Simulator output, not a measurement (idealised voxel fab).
process module | voxel trench capacitor
cross-section cut | 230 nm wide | cells 5 nm
A cross-section is a grid of square cells, given in bands from the top down. A band is one or more rows of cells.
Each band's line starts with the height of the band's top and of its bottom, in nm. Then come its materials from left to right, each with its width in nm. One material with "throughout" fills the band from edge to edge. "air" is empty space.
Height 0 is the level under which the wafer as received is all one material. The lowest band goes on downwards, as in "0 down".
A width such as "30 to 40" changes by the same amount from each row of cells to the next, from the band's top row to its bottom row.
"no change" after a step means that no cell of the cross-section changed.
closed voids: empty space of 8 cells or more with no open way to the top, each as width x height at its distance from the left edge, in nm
after a step's settings: what the simulator itself notes on the step
overlay nm, on a step with a mask: how far to the right of its planned place the mask lay; to the left if negative
plan
1 op RECEIVE | material Si
2 op CONFORMAL_DEP | material SiN | thk nm 5
3 op DIRECTIONAL_DEP | material aC | thk nm 15
4 op PATTERN | tone open | mask id TRENCH | material resist | width nm 20 | pitch nm 40 | thk nm 30 | overlay nm 0
5 op DIRECTIONAL_ETCH | etch materials aC | depth nm 5
6 op STRIP | etch materials resist
7 op DIRECTIONAL_ETCH | etch materials SiN | depth nm 5
8 op DIRECTIONAL_ETCH | etch materials Si | depth nm 25
9 op STRIP | etch materials aC
10 op CONFORMAL_DEP | material SiO2 | thk nm 5
11 op FILL_DEP | material polySi | thk nm 10
12 op CMP | height nm 5
varied across the wafers: depth nm of step 5. The plan shows the first wafer's value. All wafers start alike
first wafer as received, after step 1
  0 down: Si throughout
  closed voids: none
each wafer at the end: cells of each material gained (+) or lost (-) since it was received, then its closed voids
depth nm 5 | +46 SiN | closed voids: none
depth nm 10 | +46 SiN | closed voids: none
depth nm 15 | -40 Si | +38 SiN | +28 SiO2 | +20 polySi | closed voids: none
depth nm 20 | -40 Si | +38 SiN | +28 SiO2 | +20 polySi | closed voids: none
depth nm 25 | -40 Si | +38 SiN | +28 SiO2 | +20 polySi | closed voids: none
depth nm 30 | -40 Si | +38 SiN | +28 SiO2 | +20 polySi | closed voids: none
